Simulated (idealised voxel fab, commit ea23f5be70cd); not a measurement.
voxel wiring stack: a process module
190 nm wide, 5 nm square cells: that's cross-section cut.
In what follows, cross-sections appear as grids of square cells, described through bands that run from the top down, where every band is one or more rows of cells.
Look at the band entry: it leads with the top's height and the bottom's height in nm. Then it lists the materials left to right, with a width in nm for each. The word "full width" on a single material says that material fills the band edge to edge. The word "air" is empty space.
Height reference: 0 = level under which incoming wafer is all one material. Lowest band: no bottom, runs on downward, e.g. "top 0, no bottom".
The expression "30 to 40" gives the width at the extremes of the band, the first number at its top row of cells and the second at its bottom row, with the width changing by equal amounts from each row to the next in between.
Given "nothing was modified" for a step, no cell of the cross-section differs between before and after that step.
Reported under the label "Encapsulated voids" are the empty spaces having no open way to the top and comprising 8 cells or more; the notation for each is width x height at distance, in which the distance is measured from the left edge and all three values are in nm.
It should be noted that, on the line of a given step, the content following the step's settings is a remark produced by the simulator itself with respect to that step.
You can add "overlay nm" to a step's line. For a step with a mask, it describes how far the mask lay to the right of its planned position, and a negative number describes a lay to the left.
[This section lists the process steps that were planned]
- 1: RECEIVE, material Si
- 2: CONFORMAL_DEP, material SiO2, thk nm 15
- 3: CONFORMAL_DEP, material SiN, thk nm 5
- 4: DIRECTIONAL_DEP, material lowk, thk nm 20
- 5: PATTERN, tone open, mask id METAL_1, material resist, width nm 25, pitch nm 45, thk nm 15, overlay nm 0
- 6: DIRECTIONAL_ETCH, etch materials lowk, depth nm 20
- 7: DIRECTIONAL_ETCH, etch materials SiN, depth nm 5
- 8: STRIP, etch materials resist
- 9: CONFORMAL_DEP, material TiN, thk nm 5
- 10: FILL_DEP, material Cu, thk nm 10
- 11: CMP, height nm 40
- 12: CONFORMAL_DEP, material SiCN, thk nm 5
- 13: DIRECTIONAL_DEP, material lowk, thk nm 10
- 14: PATTERN, tone open, mask id PLUG_1, material resist, width nm 15, pitch nm 90, thk nm 20, overlay nm 0
- 15: DIRECTIONAL_ETCH, etch materials lowk, depth nm 5
- 16: DIRECTIONAL_ETCH, etch materials SiCN, depth nm 5
- 17: STRIP, etch materials resist
- 18: CONFORMAL_DEP, material TiN, thk nm 5
- 19: FILL_DEP, material W, thk nm 5
- 20: CMP, height nm 55
- 21: CONFORMAL_DEP, material SiN, thk nm 5
- 22: DIRECTIONAL_DEP, material lowk, thk nm 20
- 23: MASKED_ETCH, tone open, mask id METAL_2, width nm 25, pitch nm 45, etch materials lowk, depth nm 20, overlay nm 0
- 24: MASKED_ETCH, tone open, mask id METAL_2, width nm 25, pitch nm 45, etch materials SiN, depth nm 5, overlay nm 0
- 25: CONFORMAL_DEP, material TiN, thk nm 5
- 26: FILL_DEP, material Cu, thk nm 10
- 27: CMP, height nm 80
- 28: EPI, material Ru, thk nm 5
- 29: FILL_DEP, material SiCN, thk nm 5
Split variable: depth nm, step 15. Plan value = first wafer. Wafers start alike.
[First of several wafers, received after step 1, in cross-section]
    top 0, no bottom  Si full width
    Encapsulated voids: none
[Once step 29, the last step, is complete, the module is at its end; this is the cross-section of the first of several wafers]
    top 90, bottom 85  SiCN full width
    top 85, bottom 80  SiCN: 10, then Ru: 35, then SiCN: 10, then Ru: 35, then SiCN: 10, then Ru: 35, then SiCN: 10, then Ru: 35, then SiCN: 10
    top 80, bottom 60  lowk: 15, then TiN: 5, then Cu: 15, then TiN: 5, then lowk: 20, then TiN: 5, then Cu: 15, then TiN: 5, then lowk: 20, then TiN: 5, then Cu: 15, then TiN: 5, then lowk: 20, then TiN: 5, then Cu: 15, then TiN: 5, then lowk: 15
    top 60, bottom 55  SiN: 15, then TiN: 25, then SiN: 20, then TiN: 25, then SiN: 20, then TiN: 25, then SiN: 20, then TiN: 25, then SiN: 15
    top 55, bottom 50  lowk: 15, then TiN: 15, then lowk: 75, then TiN: 15, then lowk: 70
    top 50, bottom 45  lowk full width
    top 45, bottom 40  SiCN full width
    top 40, bottom 20  lowk: 15, then TiN: 5, then Cu: 15, then TiN: 5, then lowk: 20, then TiN: 5, then Cu: 15, then TiN: 5, then lowk: 20, then TiN: 5, then Cu: 15, then TiN: 5, then lowk: 20, then TiN: 5, then Cu: 15, then TiN: 5, then lowk: 15
    top 20, bottom 15  SiN: 15, then TiN: 25, then SiN: 20, then TiN: 25, then SiN: 20, then TiN: 25, then SiN: 20, then TiN: 25, then SiN: 15
    top 15, bottom 0  SiO2 full width
    top 0, no bottom  Si full width
    Encapsulated voids: none
[Last wafer of the set, cross-sectioned at end of module]
    top 90, bottom 85  SiCN full width
    top 85, bottom 80  SiCN: 10, then Ru: 35, then SiCN: 10, then Ru: 35, then SiCN: 10, then Ru: 35, then SiCN: 10, then Ru: 35, then SiCN: 10
    top 80, bottom 60  lowk: 15, then TiN: 5, then Cu: 15, then TiN: 5, then lowk: 20, then TiN: 5, then Cu: 15, then TiN: 5, then lowk: 20, then TiN: 5, then Cu: 15, then TiN: 5, then lowk: 20, then TiN: 5, then Cu: 15, then TiN: 5, then lowk: 15
    top 60, bottom 55  SiN: 15, then TiN: 25, then SiN: 20, then TiN: 25, then SiN: 20, then TiN: 25, then SiN: 20, then TiN: 25, then SiN: 15
    top 55, bottom 45  lowk: 15, then TiN: 5, then W: 5, then TiN: 5, then lowk: 75, then TiN: 5, then W: 5, then TiN: 5, then lowk: 70
    top 45, bottom 40  SiCN: 15, then TiN: 15, then SiCN: 75, then TiN: 15, then SiCN: 70
    top 40, bottom 20  lowk: 15, then TiN: 5, then Cu: 15, then TiN: 5, then lowk: 20, then TiN: 5, then Cu: 15, then TiN: 5, then lowk: 20, then TiN: 5, then Cu: 15, then TiN: 5, then lowk: 20, then TiN: 5, then Cu: 15, then TiN: 5, then lowk: 15
    top 20, bottom 15  SiN: 15, then TiN: 25, then SiN: 20, then TiN: 25, then SiN: 20, then TiN: 25, then SiN: 20, then TiN: 25, then SiN: 15
    top 15, bottom 0  SiO2 full width
    top 0, no bottom  Si full width
    Encapsulated voids: none
[Row per wafer, end-of-module: cell gain (+)/loss (-) by material since the wafer came in, then closed voids]
depth nm 5, +96 Cu, +28 Ru, +86 SiCN, +36 SiN, +114 SiO2, +110 TiN, +214 lowk, Encapsulated voids: none
depth nm 10, +96 Cu, +28 Ru, +80 SiCN, +36 SiN, +114 SiO2, +118 TiN, +4 W, +208 lowk, Encapsulated voids: none
depth nm 15, +96 Cu, +28 Ru, +80 SiCN, +36 SiN, +114 SiO2, +118 TiN, +4 W, +208 lowk, Encapsulated voids: none
depth nm 20, +96 Cu, +28 Ru, +80 SiCN, +36 SiN, +114 SiO2, +118 TiN, +4 W, +208 lowk, Encapsulated voids: none
depth nm 25, +96 Cu, +28 Ru, +80 SiCN, +36 SiN, +114 SiO2, +118 TiN, +4 W, +208 lowk, Encapsulated voids: none
